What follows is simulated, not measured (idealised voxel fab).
process module | voxel transistor to metal
cross-section cut | 175 nm wide | cells 5 nm
A cross-section is a grid of square cells, given in bands from the top down. A band is one or more rows of cells.
Each band's line starts with the height of the band's top and of its bottom, in nm. Then come its materials from left to right, each with its width in nm. One material with "throughout" fills the band from edge to edge. "air" is empty space.
Height 0 is the level under which the wafer as received is all one material. The lowest band goes on downwards, as in "0 down".
A width such as "30 to 40" changes by the same amount from each row of cells to the next, from the band's top row to its bottom row.
"no change" after a step means that no cell of the cross-section changed.
closed voids: empty space of 8 cells or more with no open way to the top, each as width x height at its distance from the left edge, in nm
after a step's settings: what the simulator itself notes on the step
overlay nm, on a step with a mask: how far to the right of its planned place the mask lay; to the left if negative
plan
1 op RECEIVE | material Si
2 op OXIDIZE | depth nm 5
3 op CONFORMAL_DEP | material SiN | thk nm 15
4 op PATTERN | tone cover | mask id ACTIVE | material resist | width nm 135 | thk nm 20 | overlay nm 0
5 op DIRECTIONAL_ETCH | etch materials SiN | depth nm 15
6 op DIRECTIONAL_ETCH | etch materials SiO2 | depth nm 5
7 op DIRECTIONAL_ETCH | etch materials Si | depth nm 25
8 op STRIP | etch materials resist
9 op FILL_DEP | material SiO2 | thk nm 15
10 op CMP | height nm 15
11 op SELECTIVE_ETCH | etch materials SiO2 | depth nm 10
12 op STRIP | etch materials SiN
13 op SELECTIVE_ETCH | etch materials SiO2 | depth nm 5
14 op OXIDIZE | depth nm 5
15 op DIRECTIONAL_DEP | material polySi | thk nm 30
16 op DIRECTIONAL_DEP | material SiCN | thk nm 15
17 op PATTERN | tone cover | mask id GATE | material resist | width nm 35 | thk nm 20 | overlay nm 0
18 op DIRECTIONAL_ETCH | etch materials SiCN | depth nm 25
19 op DIRECTIONAL_ETCH | etch materials polySi | depth nm 40
20 op STRIP | etch materials resist
21 op CONFORMAL_DEP | material SiO2 | thk nm 5
22 op DIRECTIONAL_ETCH | etch materials SiO2 | depth nm 5
23 op CONFORMAL_DEP | material SiN | thk nm 10
24 op DIRECTIONAL_ETCH | etch materials SiN | depth nm 10
25 op DIRECTIONAL_ETCH | etch materials SiO2 | depth nm 5
26 op DIRECTIONAL_ETCH | etch materials Si | depth nm 15
27 op EPI | material nSi | thk nm 15
28 op FILL_DEP | material SiO2 | thk nm 5
29 op CMP | height nm 25
30 op STRIP | etch materials polySi
31 op SELECTIVE_ETCH | etch materials SiO2 | depth nm 5
32 op CONFORMAL_DEP | material HfO2 | thk nm 5
33 op CONFORMAL_DEP | material TiN | thk nm 5
34 op FILL_DEP | material W | thk nm 5
35 op CMP | height nm 20
36 op DIRECTIONAL_DEP | material SiO2 | thk nm 10
37 op MASKED_ETCH | tone open | mask id CONTACT | width nm 20 | pitch nm 95 | etch materials SiO2 | depth nm 25 | overlay nm 0
38 op CONFORMAL_DEP | material TiN | thk nm 5
39 op FILL_DEP | material W | thk nm 10
40 op CMP | height nm 30
41 op DIRECTIONAL_DEP | material TiN | thk nm 5
42 op DIRECTIONAL_DEP | material W | thk nm 15
43 op DIRECTIONAL_DEP | material aC | thk nm 10
44 op PATTERN | tone cover | mask id METAL_1 | material resist | width nm 20 | pitch nm 95 | thk nm 30 | overlay nm 0
45 op DIRECTIONAL_ETCH | etch materials aC | depth nm 10
46 op STRIP | etch materials resist
47 op DIRECTIONAL_ETCH | etch materials W | depth nm 15
48 op DIRECTIONAL_ETCH | etch materials TiN | depth nm 5
49 op STRIP | etch materials aC
50 op CONFORMAL_DEP | material SiCN | thk nm 5
51 op FILL_DEP | material lowk | thk nm 10
52 op CMP | height nm 50
53 op CONFORMAL_DEP | material SiCN | thk nm 5
as received, after step 1
  0 down: Si throughout
  closed voids: none
first wafer at the end, as planned
  55 to 50: SiCN throughout
  50 to 35: lowk 25 | SiCN 5 | W 20 | SiCN 5 | lowk 65 | SiCN 5 | W 20 | SiCN 5 | lowk 25
  35 to 30: SiCN 30 | TiN 20 | SiCN 75 | TiN 20 | SiCN 30
  30 to 20: SiO2 30 | TiN 5 | W 10 | TiN 5 | SiO2 75 | TiN 5 | W 10 | TiN 5 | SiO2 30
  20 to 10: SiO2 30 | TiN 5 | W 10 | TiN 5 | SiO2 5 | SiN 10 | HfO2 5 | TiN 5 | W 25 | TiN 5 | HfO2 5 | SiN 10 | SiO2 5 | TiN 5 | W 10 | TiN 5 | SiO2 30
  10 to 5: SiO2 30 | TiN 20 | SiO2 5 | SiN 10 | HfO2 5 | TiN 5 | W 25 | TiN 5 | HfO2 5 | SiN 10 | SiO2 5 | TiN 20 | SiO2 30
  5 to 0: SiO2 25 | nSi 30 | SiN 10 | HfO2 5 | TiN 5 | W 25 | TiN 5 | HfO2 5 | SiN 10 | nSi 30 | SiO2 25
  0 to -5: SiO2 20 | SiN 10 | nSi 25 | SiN 10 | HfO2 5 | TiN 35 | HfO2 5 | SiN 10 | nSi 25 | SiN 10 | SiO2 20
  -5 to -10: SiO2 30 | nSi 25 | SiO2 10 | HfO2 45 | SiO2 10 | nSi 25 | SiO2 30
  -10 to -25: SiO2 20 | Si 10 | nSi 25 | Si 65 | nSi 25 | Si 10 | SiO2 20
  -25 to -30: SiO2 20 | Si 135 | SiO2 20
  -30 down: Si throughout
  closed voids: none
second wafer at the end: like start, like plan, one mistake
  55 to 50: SiCN throughout
  50 to 35: lowk 25 | SiCN 5 | W 20 | SiCN 5 | lowk 65 | SiCN 5 | W 20 | SiCN 5 | lowk 25
  35 to 30: SiCN 30 | TiN 20 | SiCN 75 | TiN 20 | SiCN 30
  30 to 20: SiO2 30 | TiN 5 | W 10 | TiN 5 | SiO2 75 | TiN 5 | W 10 | TiN 5 | SiO2 30
  20 to 10: SiO2 30 | TiN 5 | W 10 | TiN 5 | SiO2 5 | SiN 10 | HfO2 5 | TiN 5 | W 25 | TiN 5 | HfO2 5 | SiN 10 | SiO2 5 | TiN 5 | W 10 | TiN 5 | SiO2 30
  10 to 5: SiO2 30 | TiN 20 | SiO2 5 | SiN 10 | HfO2 5 | TiN 5 | W 25 | TiN 5 | HfO2 5 | SiN 10 | SiO2 5 | TiN 20 | SiO2 30
  5 to 0: nSi 15 | SiO2 40 | SiN 10 | HfO2 5 | TiN 35 | HfO2 5 | SiN 10 | SiO2 40 | nSi 15
  0 to -5: nSi 10 | SiN 10 | SiO2 45 | HfO2 45 | SiO2 45 | SiN 10 | nSi 10
  -5 to -10: nSi 10 | SiO2 155 | nSi 10
  -10 to -25: nSi 10 | Si 10 | SiO2 135 | Si 10 | nSi 10
  -25 to -30: Si 20 | SiO2 135 | Si 20
  -30 down: Si throughout
  closed voids: none
what went wrong: step 4 ran as: op PATTERN | tone open | mask id ACTIVE | material resist | width nm 135 | thk nm 20 | overlay nm 0
at the end the second wafer has, in cells: 2 fewer of HfO2 | 58 fewer of Si | 4 fewer of SiN | 107 more of SiO2 | 2 fewer of TiN | 5 fewer of W | 36 fewer of nSi
